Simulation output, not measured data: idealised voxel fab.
process module | voxel wiring stack
cross-section cut | 230 nm wide | cells 5 nm
A cross-section is a grid of square cells, given in bands from the top down. A band is one or more rows of cells.
Each band's line starts with the height of the band's top and of its bottom, in nm. Then come its materials from left to right, each with its width in nm. One material with "throughout" fills the band from edge to edge. "air" is empty space.
Height 0 is the level under which the wafer as received is all one material. The lowest band goes on downwards, as in "0 down".
A width such as "30 to 40" changes by the same amount from each row of cells to the next, from the band's top row to its bottom row.
"no change" after a step means that no cell of the cross-section changed.
closed voids: empty space of 8 cells or more with no open way to the top, each as width x height at its distance from the left edge, in nm
after a step's settings: what the simulator itself notes on the step
overlay nm, on a step with a mask: how far to the right of its planned place the mask lay; to the left if negative
plan
1 op RECEIVE | material Si
2 op CONFORMAL_DEP | material SiO2 | thk nm 15
3 op CONFORMAL_DEP | material SiCN | thk nm 5
4 op DIRECTIONAL_DEP | material SiO2 | thk nm 25
5 op DIRECTIONAL_DEP | material aC | thk nm 10
6 op PATTERN | tone open | mask id METAL_1 | material resist | width nm 25 | pitch nm 50 | thk nm 25 | overlay nm 0
7 op DIRECTIONAL_ETCH | etch materials aC | depth nm 10
8 op STRIP | etch materials resist
9 op DIRECTIONAL_ETCH | etch materials SiO2 | depth nm 25
10 op DIRECTIONAL_ETCH | etch materials SiCN | depth nm 5
11 op STRIP | etch materials aC
12 op CONFORMAL_DEP | material TiN | thk nm 5
13 op FILL_DEP | material W | thk nm 5
14 op CMP | height nm 45
15 op CONFORMAL_DEP | material SiCN | thk nm 5
16 op DIRECTIONAL_DEP | material lowk | thk nm 15
17 op DIRECTIONAL_DEP | material aC | thk nm 15
18 op PATTERN | tone open | mask id PLUG_1 | material resist | width nm 15 | pitch nm 100 | thk nm 35 | overlay nm 0
19 op DIRECTIONAL_ETCH | etch materials aC | depth nm 15
20 op STRIP | etch materials resist
21 op DIRECTIONAL_ETCH | etch materials lowk | depth nm 15
22 op DIRECTIONAL_ETCH | etch materials SiCN | depth nm 5
23 op STRIP | etch materials aC
24 op EPI | material Ru | thk nm 10
25 op EPI | material Ru | thk nm 10
26 op CONFORMAL_DEP | material SiN | thk nm 5
27 op DIRECTIONAL_DEP | material SiO2 | thk nm 20
28 op MASKED_ETCH | tone open | mask id METAL_2 | width nm 25 | pitch nm 50 | etch materials SiO2 | depth nm 20 | overlay nm 0
29 op MASKED_ETCH | tone open | mask id METAL_2 | width nm 25 | pitch nm 50 | etch materials SiN | depth nm 5 | overlay nm 0
30 op CONFORMAL_DEP | material TiN | thk nm 5
31 op FILL_DEP | material Cu | thk nm 10
32 op CMP | height nm 90
33 op CONFORMAL_DEP | material SiCN | thk nm 5
34 op DIRECTIONAL_DEP | material SiO2 | thk nm 10
35 op DIRECTIONAL_DEP | material aC | thk nm 15
36 op PATTERN | tone open | mask id PLUG_2 | material resist | width nm 15 | pitch nm 100 | thk nm 30 | overlay nm 0
37 op DIRECTIONAL_ETCH | etch materials aC | depth nm 15
38 op STRIP | etch materials resist
39 op DIRECTIONAL_ETCH | etch materials SiO2 | depth nm 10
40 op DIRECTIONAL_ETCH | etch materials SiCN | depth nm 5
41 op STRIP | etch materials aC
42 op CONFORMAL_DEP | material TiN | thk nm 5
43 op FILL_DEP | material Ru | thk nm 5
44 op CMP | height nm 105
45 op DIRECTIONAL_DEP | material TiN | thk nm 5
46 op DIRECTIONAL_DEP | material Ru | thk nm 25
47 op DIRECTIONAL_DEP | material aC | thk nm 10
48 op PATTERN | tone cover | mask id METAL_3 | material resist | width nm 25 | pitch nm 50 | thk nm 30 | overlay nm 0
49 op DIRECTIONAL_ETCH | etch materials aC | depth nm 10
50 op STRIP | etch materials resist
51 op DIRECTIONAL_ETCH | etch materials Ru | depth nm 25
52 op DIRECTIONAL_ETCH | etch materials TiN | depth nm 5
53 op STRIP | etch materials aC
54 op CONFORMAL_DEP | material SiCN | thk nm 5
55 op FILL_DEP | material SiO2 | thk nm 10
56 op CMP | height nm 135
57 op CONFORMAL_DEP | material SiCN | thk nm 5
58 op DIRECTIONAL_DEP | material lowk | thk nm 10
59 op PATTERN | tone open | mask id PLUG_3 | material resist | width nm 15 | pitch nm 100 | thk nm 20 | overlay nm 0
60 op DIRECTIONAL_ETCH | etch materials lowk | depth nm 10
61 op DIRECTIONAL_ETCH | etch materials SiCN | depth nm 5
62 op STRIP | etch materials resist
63 op CONFORMAL_DEP | material TiN | thk nm 5
64 op FILL_DEP | material Ru | thk nm 5
65 op CMP | height nm 150
66 op DIRECTIONAL_DEP | material TiN | thk nm 5
67 op DIRECTIONAL_DEP | material W | thk nm 20
68 op PATTERN | tone cover | mask id METAL_4 | material resist | width nm 25 | pitch nm 50 | thk nm 20 | overlay nm 0
69 op DIRECTIONAL_ETCH | etch materials W | depth nm 20
70 op DIRECTIONAL_ETCH | etch materials TiN | depth nm 5
71 op STRIP | etch materials resist
72 op FILL_DEP | material SiO2 | thk nm 5
73 op CMP | height nm 175
74 op CONFORMAL_DEP | material SiN | thk nm 5
first wafer, as planned
as received, after step 1
  0 down: Si throughout
  closed voids: none
after step 2
  15 to 0: SiO2 throughout
  below 0: unchanged
after step 3
  20 to 15: SiCN throughout
  below 15: unchanged
after step 4
  45 to 20: SiO2 throughout
  below 20: unchanged
after step 5
  55 to 45: aC throughout
  below 45: unchanged
after step 6
  80 to 55: resist 25 | air 25 | resist 25 | air 25 | resist 25 | air 25 | resist 25 | air 25 | resist 30
  below 55: unchanged
after step 7
  70 to 55: resist 25 | air 25 | resist 25 | air 25 | resist 25 | air 25 | resist 25 | air 25 | resist 30
  55 to 45: aC 25 | air 25 | aC 25 | air 25 | aC 25 | air 25 | aC 25 | air 25 | aC 30
  below 45: unchanged
after step 8
  55 to 45: aC 25 | air 25 | aC 25 | air 25 | aC 25 | air 25 | aC 25 | air 25 | aC 30
  below 45: unchanged
after step 9
  55 to 45: aC 25 | air 25 | aC 25 | air 25 | aC 25 | air 25 | aC 25 | air 25 | aC 30
  45 to 20: SiO2 25 | air 25 | SiO2 25 | air 25 | SiO2 25 | air 25 | SiO2 25 | air 25 | SiO2 30
  below 20: unchanged
after step 10
  55 to 45: aC 25 | air 25 | aC 25 | air 25 | aC 25 | air 25 | aC 25 | air 25 | aC 30
  45 to 20: SiO2 25 | air 25 | SiO2 25 | air 25 | SiO2 25 | air 25 | SiO2 25 | air 25 | SiO2 30
  20 to 15: SiCN 25 | air 25 | SiCN 25 | air 25 | SiCN 25 | air 25 | SiCN 25 | air 25 | SiCN 30
  below 15: unchanged
after step 11
  45 to 20: SiO2 25 | air 25 | SiO2 25 | air 25 | SiO2 25 | air 25 | SiO2 25 | air 25 | SiO2 30
  below 20: unchanged
after step 12
  50 to 45: TiN 30 | air 15 | TiN 35 | air 15 | TiN 35 | air 15 | TiN 35 | air 15 | TiN 35
  45 to 20: SiO2 25 | TiN 5 | air 15 | TiN 5 | SiO2 25 | TiN 5 | air 15 | TiN 5 | SiO2 25 | TiN 5 | air 15 | TiN 5 | SiO2 25 | TiN 5 | air 15 | TiN 5 | SiO2 30
  20 to 15: SiCN 25 | TiN 25 | SiCN 25 | TiN 25 | SiCN 25 | TiN 25 | SiCN 25 | TiN 25 | SiCN 30
  below 15: unchanged
after step 13
  55 to 50: W throughout
  50 to 45: TiN 30 | W 15 | TiN 35 | W 15 | TiN 35 | W 15 | TiN 35 | W 15 | TiN 35
  45 to 20: SiO2 25 | TiN 5 | W 15 | TiN 5 | SiO2 25 | TiN 5 | W 15 | TiN 5 | SiO2 25 | TiN 5 | W 15 | TiN 5 | SiO2 25 | TiN 5 | W 15 | TiN 5 | SiO2 30
  below 20: unchanged
after step 14
  45 to 20: SiO2 25 | TiN 5 | W 15 | TiN 5 | SiO2 25 | TiN 5 | W 15 | TiN 5 | SiO2 25 | TiN 5 | W 15 | TiN 5 | SiO2 25 | TiN 5 | W 15 | TiN 5 | SiO2 30
  below 20: unchanged
after step 15
  50 to 45: SiCN throughout
  below 45: unchanged
after step 16
  65 to 50: lowk throughout
  below 50: unchanged
after step 17
  80 to 65: aC throughout
  below 65: unchanged
after step 18
  115 to 80: resist 25 | air 15 | resist 85 | air 15 | resist 90
  below 80: unchanged
after step 19
  100 to 80: resist 25 | air 15 | resist 85 | air 15 | resist 90
  80 to 65: aC 25 | air 15 | aC 85 | air 15 | aC 90
  below 65: unchanged
after step 20
  80 to 65: aC 25 | air 15 | aC 85 | air 15 | aC 90
  below 65: unchanged
after step 21
  80 to 65: aC 25 | air 15 | aC 85 | air 15 | aC 90
  65 to 50: lowk 25 | air 15 | lowk 85 | air 15 | lowk 90
  below 50: unchanged
after step 22
  80 to 65: aC 25 | air 15 | aC 85 | air 15 | aC 90
  65 to 50: lowk 25 | air 15 | lowk 85 | air 15 | lowk 90
  50 to 45: SiCN 25 | air 15 | SiCN 85 | air 15 | SiCN 90
  below 45: unchanged
after step 23
  65 to 50: lowk 25 | air 15 | lowk 85 | air 15 | lowk 90
  below 50: unchanged
after step 24
  65 to 55: lowk 25 | air 15 | lowk 85 | air 15 | lowk 90
  55 to 50: lowk 25 | Ru 15 | lowk 85 | Ru 15 | lowk 90
  50 to 45: SiCN 25 | Ru 15 | SiCN 85 | Ru 15 | SiCN 90
  below 45: unchanged
after step 25
  65 to 50: lowk 25 | Ru 15 | lowk 85 | Ru 15 | lowk 90
  below 50: unchanged
after step 26
  70 to 65: SiN throughout
  below 65: unchanged
after step 27
  90 to 70: SiO2 throughout
  below 70: unchanged
after step 28
  90 to 70: SiO2 25 | air 25 | SiO2 25 | air 25 | SiO2 25 | air 25 | SiO2 25 | air 25 | SiO2 30
  below 70: unchanged
after step 29
  90 to 70: SiO2 25 | air 25 | SiO2 25 | air 25 | SiO2 25 | air 25 | SiO2 25 | air 25 | SiO2 30
  70 to 65: SiN 25 | air 25 | SiN 25 | air 25 | SiN 25 | air 25 | SiN 25 | air 25 | SiN 30
  below 65: unchanged
after step 30
  95 to 90: TiN 30 | air 15 | TiN 35 | air 15 | TiN 35 | air 15 | TiN 35 | air 15 | TiN 35
  90 to 70: SiO2 25 | TiN 5 | air 15 | TiN 5 | SiO2 25 | TiN 5 | air 15 | TiN 5 | SiO2 25 | TiN 5 | air 15 | TiN 5 | SiO2 25 | TiN 5 | air 15 | TiN 5 | SiO2 30
  70 to 65: SiN 25 | TiN 25 | SiN 25 | TiN 25 | SiN 25 | TiN 25 | SiN 25 | TiN 25 | SiN 30
  below 65: unchanged
after step 31
  105 to 95: Cu throughout
  95 to 90: TiN 30 | Cu 15 | TiN 35 | Cu 15 | TiN 35 | Cu 15 | TiN 35 | Cu 15 | TiN 35
  90 to 70: SiO2 25 | TiN 5 | Cu 15 | TiN 5 | SiO2 25 | TiN 5 | Cu 15 | TiN 5 | SiO2 25 | TiN 5 | Cu 15 | TiN 5 | SiO2 25 | TiN 5 | Cu 15 | TiN 5 | SiO2 30
  below 70: unchanged
after step 32
  90 to 70: SiO2 25 | TiN 5 | Cu 15 | TiN 5 | SiO2 25 | TiN 5 | Cu 15 | TiN 5 | SiO2 25 | TiN 5 | Cu 15 | TiN 5 | SiO2 25 | TiN 5 | Cu 15 | TiN 5 | SiO2 30
  below 70: unchanged
after step 33
  95 to 90: SiCN throughout
  below 90: unchanged
after step 34
  105 to 95: SiO2 throughout
  below 95: unchanged
after step 35
  120 to 105: aC throughout
  below 105: unchanged
after step 36
  150 to 120: resist 25 | air 15 | resist 85 | air 15 | resist 90
  below 120: unchanged
after step 37
  135 to 120: resist 25 | air 15 | resist 85 | air 15 | resist 90
  120 to 105: aC 25 | air 15 | aC 85 | air 15 | aC 90
  below 105: unchanged
after step 38
  120 to 105: aC 25 | air 15 | aC 85 | air 15 | aC 90
  below 105: unchanged
after step 39
  120 to 105: aC 25 | air 15 | aC 85 | air 15 | aC 90
  105 to 95: SiO2 25 | air 15 | SiO2 85 | air 15 | SiO2 90
  below 95: unchanged
after step 40
  120 to 105: aC 25 | air 15 | aC 85 | air 15 | aC 90
  105 to 95: SiO2 25 | air 15 | SiO2 85 | air 15 | SiO2 90
  95 to 90: SiCN 25 | air 15 | SiCN 85 | air 15 | SiCN 90
  below 90: unchanged
after step 41
  105 to 95: SiO2 25 | air 15 | SiO2 85 | air 15 | SiO2 90
  below 95: unchanged
after step 42
  110 to 105: TiN 30 | air 5 | TiN 95 | air 5 | TiN 95
  105 to 95: SiO2 25 | TiN 5 | air 5 | TiN 5 | SiO2 85 | TiN 5 | air 5 | TiN 5 | SiO2 90
  95 to 90: SiCN 25 | TiN 15 | SiCN 85 | TiN 15 | SiCN 90
  below 90: unchanged
after step 43
  115 to 110: Ru throughout
  110 to 105: TiN 30 | Ru 5 | TiN 95 | Ru 5 | TiN 95
  105 to 95: SiO2 25 | TiN 5 | Ru 5 | TiN 5 | SiO2 85 | TiN 5 | Ru 5 | TiN 5 | SiO2 90
  below 95: unchanged
after step 44
  105 to 95: SiO2 25 | TiN 5 | Ru 5 | TiN 5 | SiO2 85 | TiN 5 | Ru 5 | TiN 5 | SiO2 90
  below 95: unchanged
after step 45
  110 to 105: TiN throughout
  below 105: unchanged
after step 46
  135 to 110: Ru throughout
  below 110: unchanged
after step 47
  145 to 135: aC throughout
  below 135: unchanged
after step 48
  175 to 145: air 25 | resist 25 | air 25 | resist 25 | air 25 | resist 25 | air 25 | resist 25 | air 30
  below 145: unchanged
after step 49
  165 to 145: air 25 | resist 25 | air 25 | resist 25 | air 25 | resist 25 | air 25 | resist 25 | air 30
  145 to 135: air 25 | aC 25 | air 25 | aC 25 | air 25 | aC 25 | air 25 | aC 25 | air 30
  below 135: unchanged
after step 50
  145 to 135: air 25 | aC 25 | air 25 | aC 25 | air 25 | aC 25 | air 25 | aC 25 | air 30
  below 135: unchanged
after step 51
  145 to 135: air 25 | aC 25 | air 25 | aC 25 | air 25 | aC 25 | air 25 | aC 25 | air 30
  135 to 110: air 25 | Ru 25 | air 25 | Ru 25 | air 25 | Ru 25 | air 25 | Ru 25 | air 30
  below 110: unchanged
after step 52
  145 to 135: air 25 | aC 25 | air 25 | aC 25 | air 25 | aC 25 | air 25 | aC 25 | air 30
  135 to 110: air 25 | Ru 25 | air 25 | Ru 25 | air 25 | Ru 25 | air 25 | Ru 25 | air 30
  110 to 105: air 25 | TiN 25 | air 25 | TiN 25 | air 25 | TiN 25 | air 25 | TiN 25 | air 30
  below 105: unchanged
after step 53
  135 to 110: air 25 | Ru 25 | air 25 | Ru 25 | air 25 | Ru 25 | air 25 | Ru 25 | air 30
  below 110: unchanged
after step 54
  140 to 135: air 20 | SiCN 35 | air 15 | SiCN 35 | air 15 | SiCN 35 | air 15 | SiCN 35 | air 25
  135 to 110: air 20 | SiCN 5 | Ru 25 | SiCN 5 | air 15 | SiCN 5 | Ru 25 | SiCN 5 | air 15 | SiCN 5 | Ru 25 | SiCN 5 | air 15 | SiCN 5 | Ru 25 | SiCN 5 | air 25
  110 to 105: SiCN 25 | TiN 25 | SiCN 25 | TiN 25 | SiCN 25 | TiN 25 | SiCN 25 | TiN 25 | SiCN 30
  below 105: unchanged
after step 55
  150 to 140: SiO2 throughout
  140 to 135: SiO2 20 | SiCN 35 | SiO2 15 | SiCN 35 | SiO2 15 | SiCN 35 | SiO2 15 | SiCN 35 | SiO2 25
  135 to 110: SiO2 20 | SiCN 5 | Ru 25 | SiCN 5 | SiO2 15 | SiCN 5 | Ru 25 | SiCN 5 | SiO2 15 | SiCN 5 | Ru 25 | SiCN 5 | SiO2 15 | SiCN 5 | Ru 25 | SiCN 5 | SiO2 25
  below 110: unchanged
after step 56
  135 to 110: SiO2 20 | SiCN 5 | Ru 25 | SiCN 5 | SiO2 15 | SiCN 5 | Ru 25 | SiCN 5 | SiO2 15 | SiCN 5 | Ru 25 | SiCN 5 | SiO2 15 | SiCN 5 | Ru 25 | SiCN 5 | SiO2 25
  below 110: unchanged
after step 57
  140 to 135: SiCN throughout
  below 135: unchanged
after step 58
  150 to 140: lowk throughout
  below 140: unchanged
after step 59
  170 to 150: resist 25 | air 15 | resist 85 | air 15 | resist 90
  below 150: unchanged
after step 60
  170 to 150: resist 25 | air 15 | resist 85 | air 15 | resist 90
  150 to 140: lowk 25 | air 15 | lowk 85 | air 15 | lowk 90
  below 140: unchanged
after step 61
  170 to 150: resist 25 | air 15 | resist 85 | air 15 | resist 90
  150 to 140: lowk 25 | air 15 | lowk 85 | air 15 | lowk 90
  140 to 135: SiCN 25 | air 15 | SiCN 85 | air 15 | SiCN 90
  below 135: unchanged
after step 62
  150 to 140: lowk 25 | air 15 | lowk 85 | air 15 | lowk 90
  below 140: unchanged
after step 63
  155 to 150: TiN 30 | air 5 | TiN 95 | air 5 | TiN 95
  150 to 140: lowk 25 | TiN 5 | air 5 | TiN 5 | lowk 85 | TiN 5 | air 5 | TiN 5 | lowk 90
  140 to 135: SiCN 25 | TiN 15 | SiCN 85 | TiN 15 | SiCN 90
  below 135: unchanged
after step 64
  160 to 155: Ru throughout
  155 to 150: TiN 30 | Ru 5 | TiN 95 | Ru 5 | TiN 95
  150 to 140: lowk 25 | TiN 5 | Ru 5 | TiN 5 | lowk 85 | TiN 5 | Ru 5 | TiN 5 | lowk 90
  below 140: unchanged
after step 65
  150 to 140: lowk 25 | TiN 5 | Ru 5 | TiN 5 | lowk 85 | TiN 5 | Ru 5 | TiN 5 | lowk 90
  below 140: unchanged
after step 66
  155 to 150: TiN throughout
  below 150: unchanged
after step 67
  175 to 155: W throughout
  below 155: unchanged
after step 68
  195 to 175: air 25 | resist 25 | air 25 | resist 25 | air 25 | resist 25 | air 25 | resist 25 | air 30
  below 175: unchanged
after step 69
  195 to 175: air 25 | resist 25 | air 25 | resist 25 | air 25 | resist 25 | air 25 | resist 25 | air 30
  175 to 155: air 25 | W 25 | air 25 | W 25 | air 25 | W 25 | air 25 | W 25 | air 30
  below 155: unchanged
after step 70
  195 to 175: air 25 | resist 25 | air 25 | resist 25 | air 25 | resist 25 | air 25 | resist 25 | air 30
  175 to 155: air 25 | W 25 | air 25 | W 25 | air 25 | W 25 | air 25 | W 25 | air 30
  155 to 150: air 25 | TiN 25 | air 25 | TiN 25 | air 25 | TiN 25 | air 25 | TiN 25 | air 30
  below 150: unchanged
after step 71
  175 to 155: air 25 | W 25 | air 25 | W 25 | air 25 | W 25 | air 25 | W 25 | air 30
  below 155: unchanged
after step 72
  180 to 175: SiO2 throughout
  175 to 155: SiO2 25 | W 25 | SiO2 25 | W 25 | SiO2 25 | W 25 | SiO2 25 | W 25 | SiO2 30
  155 to 150: SiO2 25 | TiN 25 | SiO2 25 | TiN 25 | SiO2 25 | TiN 25 | SiO2 25 | TiN 25 | SiO2 30
  below 150: unchanged
after step 73
  175 to 155: SiO2 25 | W 25 | SiO2 25 | W 25 | SiO2 25 | W 25 | SiO2 25 | W 25 | SiO2 30
  below 155: unchanged
after step 74
  180 to 175: SiN throughout
  below 175: unchanged
second wafer: like start, like plan, one mistake. Through step 27 it matches the first wafer
when step 28 should have ended
  90 to 70: SiO2 30 | air 20 | SiO2 30 | air 20 | SiO2 30 | air 20 | SiO2 30 | air 20 | SiO2 30
  below 70: unchanged
when step 29 should have ended
  90 to 70: SiO2 30 | air 20 | SiO2 30 | air 20 | SiO2 30 | air 20 | SiO2 30 | air 20 | SiO2 30
  70 to 65: SiN 30 | air 20 | SiN 30 | air 20 | SiN 30 | air 20 | SiN 30 | air 20 | SiN 30
  below 65: unchanged
when step 30 should have ended
  95 to 90: TiN 35 | air 10 | TiN 40 | air 10 | TiN 40 | air 10 | TiN 40 | air 10 | TiN 35
  90 to 70: SiO2 30 | TiN 5 | air 10 | TiN 5 | SiO2 30 | TiN 5 | air 10 | TiN 5 | SiO2 30 | TiN 5 | air 10 | TiN 5 | SiO2 30 | TiN 5 | air 10 | TiN 5 | SiO2 30
  70 to 65: SiN 30 | TiN 20 | SiN 30 | TiN 20 | SiN 30 | TiN 20 | SiN 30 | TiN 20 | SiN 30
  below 65: unchanged
when step 31 should have ended
  105 to 95: Cu throughout
  95 to 90: TiN 35 | Cu 10 | TiN 40 | Cu 10 | TiN 40 | Cu 10 | TiN 40 | Cu 10 | TiN 35
  90 to 70: SiO2 30 | TiN 5 | Cu 10 | TiN 5 | SiO2 30 | TiN 5 | Cu 10 | TiN 5 | SiO2 30 | TiN 5 | Cu 10 | TiN 5 | SiO2 30 | TiN 5 | Cu 10 | TiN 5 | SiO2 30
  below 70: unchanged
when step 32 should have ended
  90 to 70: SiO2 30 | TiN 5 | Cu 10 | TiN 5 | SiO2 30 | TiN 5 | Cu 10 | TiN 5 | SiO2 30 | TiN 5 | Cu 10 | TiN 5 | SiO2 30 | TiN 5 | Cu 10 | TiN 5 | SiO2 30
  below 70: unchanged
when step 33 should have ended
  95 to 90: SiCN throughout
  below 90: unchanged
when step 34 should have ended
  105 to 95: SiO2 throughout
  below 95: unchanged
when step 35 should have ended
  120 to 105: aC throughout
  below 105: unchanged
when step 36 should have ended
  150 to 120: resist 25 | air 15 | resist 85 | air 15 | resist 90
  below 120: unchanged
when step 37 should have ended
  135 to 120: resist 25 | air 15 | resist 85 | air 15 | resist 90
  120 to 105: aC 25 | air 15 | aC 85 | air 15 | aC 90
  below 105: unchanged
when step 38 should have ended
  120 to 105: aC 25 | air 15 | aC 85 | air 15 | aC 90
  below 105: unchanged
when step 39 should have ended
  120 to 105: aC 25 | air 15 | aC 85 | air 15 | aC 90
  105 to 95: SiO2 25 | air 15 | SiO2 85 | air 15 | SiO2 90
  below 95: unchanged
when step 40 should have ended
  120 to 105: aC 25 | air 15 | aC 85 | air 15 | aC 90
  105 to 95: SiO2 25 | air 15 | SiO2 85 | air 15 | SiO2 90
  95 to 90: SiCN 25 | air 15 | SiCN 85 | air 15 | SiCN 90
  below 90: unchanged
when step 41 should have ended
  105 to 95: SiO2 25 | air 15 | SiO2 85 | air 15 | SiO2 90
  below 95: unchanged
when step 42 should have ended
  110 to 105: TiN 30 | air 5 | TiN 95 | air 5 | TiN 95
  105 to 95: SiO2 25 | TiN 5 | air 5 | TiN 5 | SiO2 85 | TiN 5 | air 5 | TiN 5 | SiO2 90
  95 to 90: SiCN 25 | TiN 15 | SiCN 85 | TiN 15 | SiCN 90
  below 90: unchanged
when step 43 should have ended
  115 to 110: Ru throughout
  110 to 105: TiN 30 | Ru 5 | TiN 95 | Ru 5 | TiN 95
  105 to 95: SiO2 25 | TiN 5 | Ru 5 | TiN 5 | SiO2 85 | TiN 5 | Ru 5 | TiN 5 | SiO2 90
  below 95: unchanged
when step 44 should have ended
  105 to 95: SiO2 25 | TiN 5 | Ru 5 | TiN 5 | SiO2 85 | TiN 5 | Ru 5 | TiN 5 | SiO2 90
  below 95: unchanged
when step 45 should have ended
  110 to 105: TiN throughout
  below 105: unchanged
when step 46 should have ended
  135 to 110: Ru throughout
  below 110: unchanged
when step 47 should have ended
  145 to 135: aC throughout
  below 135: unchanged
when step 48 should have ended
  175 to 145: air 25 | resist 25 | air 25 | resist 25 | air 25 | resist 25 | air 25 | resist 25 | air 30
  below 145: unchanged
when step 49 should have ended
  165 to 145: air 25 | resist 25 | air 25 | resist 25 | air 25 | resist 25 | air 25 | resist 25 | air 30
  145 to 135: air 25 | aC 25 | air 25 | aC 25 | air 25 | aC 25 | air 25 | aC 25 | air 30
  below 135: unchanged
when step 50 should have ended
  145 to 135: air 25 | aC 25 | air 25 | aC 25 | air 25 | aC 25 | air 25 | aC 25 | air 30
  below 135: unchanged
when step 51 should have ended
  145 to 135: air 25 | aC 25 | air 25 | aC 25 | air 25 | aC 25 | air 25 | aC 25 | air 30
  135 to 110: air 25 | Ru 25 | air 25 | Ru 25 | air 25 | Ru 25 | air 25 | Ru 25 | air 30
  below 110: unchanged
when step 52 should have ended
  145 to 135: air 25 | aC 25 | air 25 | aC 25 | air 25 | aC 25 | air 25 | aC 25 | air 30
  135 to 110: air 25 | Ru 25 | air 25 | Ru 25 | air 25 | Ru 25 | air 25 | Ru 25 | air 30
  110 to 105: air 25 | TiN 25 | air 25 | TiN 25 | air 25 | TiN 25 | air 25 | TiN 25 | air 30
  below 105: unchanged
when step 53 should have ended
  135 to 110: air 25 | Ru 25 | air 25 | Ru 25 | air 25 | Ru 25 | air 25 | Ru 25 | air 30
  below 110: unchanged
when step 54 should have ended
  140 to 135: air 20 | SiCN 35 | air 15 | SiCN 35 | air 15 | SiCN 35 | air 15 | SiCN 35 | air 25
  135 to 110: air 20 | SiCN 5 | Ru 25 | SiCN 5 | air 15 | SiCN 5 | Ru 25 | SiCN 5 | air 15 | SiCN 5 | Ru 25 | SiCN 5 | air 15 | SiCN 5 | Ru 25 | SiCN 5 | air 25
  110 to 105: SiCN 25 | TiN 25 | SiCN 25 | TiN 25 | SiCN 25 | TiN 25 | SiCN 25 | TiN 25 | SiCN 30
  below 105: unchanged
when step 55 should have ended
  150 to 140: SiO2 throughout
  140 to 135: SiO2 20 | SiCN 35 | SiO2 15 | SiCN 35 | SiO2 15 | SiCN 35 | SiO2 15 | SiCN 35 | SiO2 25
  135 to 110: SiO2 20 | SiCN 5 | Ru 25 | SiCN 5 | SiO2 15 | SiCN 5 | Ru 25 | SiCN 5 | SiO2 15 | SiCN 5 | Ru 25 | SiCN 5 | SiO2 15 | SiCN 5 | Ru 25 | SiCN 5 | SiO2 25
  below 110: unchanged
when step 56 should have ended
  135 to 110: SiO2 20 | SiCN 5 | Ru 25 | SiCN 5 | SiO2 15 | SiCN 5 | Ru 25 | SiCN 5 | SiO2 15 | SiCN 5 | Ru 25 | SiCN 5 | SiO2 15 | SiCN 5 | Ru 25 | SiCN 5 | SiO2 25
  below 110: unchanged
when step 57 should have ended
  140 to 135: SiCN throughout
  below 135: unchanged
when step 58 should have ended
  150 to 140: lowk throughout
  below 140: unchanged
when step 59 should have ended
  170 to 150: resist 25 | air 15 | resist 85 | air 15 | resist 90
  below 150: unchanged
when step 60 should have ended
  170 to 150: resist 25 | air 15 | resist 85 | air 15 | resist 90
  150 to 140: lowk 25 | air 15 | lowk 85 | air 15 | lowk 90
  below 140: unchanged
when step 61 should have ended
  170 to 150: resist 25 | air 15 | resist 85 | air 15 | resist 90
  150 to 140: lowk 25 | air 15 | lowk 85 | air 15 | lowk 90
  140 to 135: SiCN 25 | air 15 | SiCN 85 | air 15 | SiCN 90
  below 135: unchanged
when step 62 should have ended
  150 to 140: lowk 25 | air 15 | lowk 85 | air 15 | lowk 90
  below 140: unchanged
when step 63 should have ended
  155 to 150: TiN 30 | air 5 | TiN 95 | air 5 | TiN 95
  150 to 140: lowk 25 | TiN 5 | air 5 | TiN 5 | lowk 85 | TiN 5 | air 5 | TiN 5 | lowk 90
  140 to 135: SiCN 25 | TiN 15 | SiCN 85 | TiN 15 | SiCN 90
  below 135: unchanged
when step 64 should have ended
  160 to 155: Ru throughout
  155 to 150: TiN 30 | Ru 5 | TiN 95 | Ru 5 | TiN 95
  150 to 140: lowk 25 | TiN 5 | Ru 5 | TiN 5 | lowk 85 | TiN 5 | Ru 5 | TiN 5 | lowk 90
  below 140: unchanged
when step 65 should have ended
  150 to 140: lowk 25 | TiN 5 | Ru 5 | TiN 5 | lowk 85 | TiN 5 | Ru 5 | TiN 5 | lowk 90
  below 140: unchanged
when step 66 should have ended
  155 to 150: TiN throughout
  below 150: unchanged
when step 67 should have ended
  175 to 155: W throughout
  below 155: unchanged
when step 68 should have ended
  195 to 175: air 25 | resist 25 | air 25 | resist 25 | air 25 | resist 25 | air 25 | resist 25 | air 30
  below 175: unchanged
when step 69 should have ended
  195 to 175: air 25 | resist 25 | air 25 | resist 25 | air 25 | resist 25 | air 25 | resist 25 | air 30
  175 to 155: air 25 | W 25 | air 25 | W 25 | air 25 | W 25 | air 25 | W 25 | air 30
  below 155: unchanged
when step 70 should have ended
  195 to 175: air 25 | resist 25 | air 25 | resist 25 | air 25 | resist 25 | air 25 | resist 25 | air 30
  175 to 155: air 25 | W 25 | air 25 | W 25 | air 25 | W 25 | air 25 | W 25 | air 30
  155 to 150: air 25 | TiN 25 | air 25 | TiN 25 | air 25 | TiN 25 | air 25 | TiN 25 | air 30
  below 150: unchanged
when step 71 should have ended
  175 to 155: air 25 | W 25 | air 25 | W 25 | air 25 | W 25 | air 25 | W 25 | air 30
  below 155: unchanged
when step 72 should have ended
  180 to 175: SiO2 throughout
  175 to 155: SiO2 25 | W 25 | SiO2 25 | W 25 | SiO2 25 | W 25 | SiO2 25 | W 25 | SiO2 30
  155 to 150: SiO2 25 | TiN 25 | SiO2 25 | TiN 25 | SiO2 25 | TiN 25 | SiO2 25 | TiN 25 | SiO2 30
  below 150: unchanged
when step 73 should have ended
  175 to 155: SiO2 25 | W 25 | SiO2 25 | W 25 | SiO2 25 | W 25 | SiO2 25 | W 25 | SiO2 30
  below 155: unchanged
when step 74 should have ended
  180 to 175: SiN throughout
  below 175: unchanged
what went wrong: step 28 ran as: op MASKED_ETCH | tone open | mask id METAL_2 | width nm 20 | pitch nm 50 | etch materials SiO2 | depth nm 20 | overlay nm 0
at the end the second wafer has, in cells: 16 fewer of Cu | 4 more of SiN | 16 more of SiO2 | 4 fewer of TiN
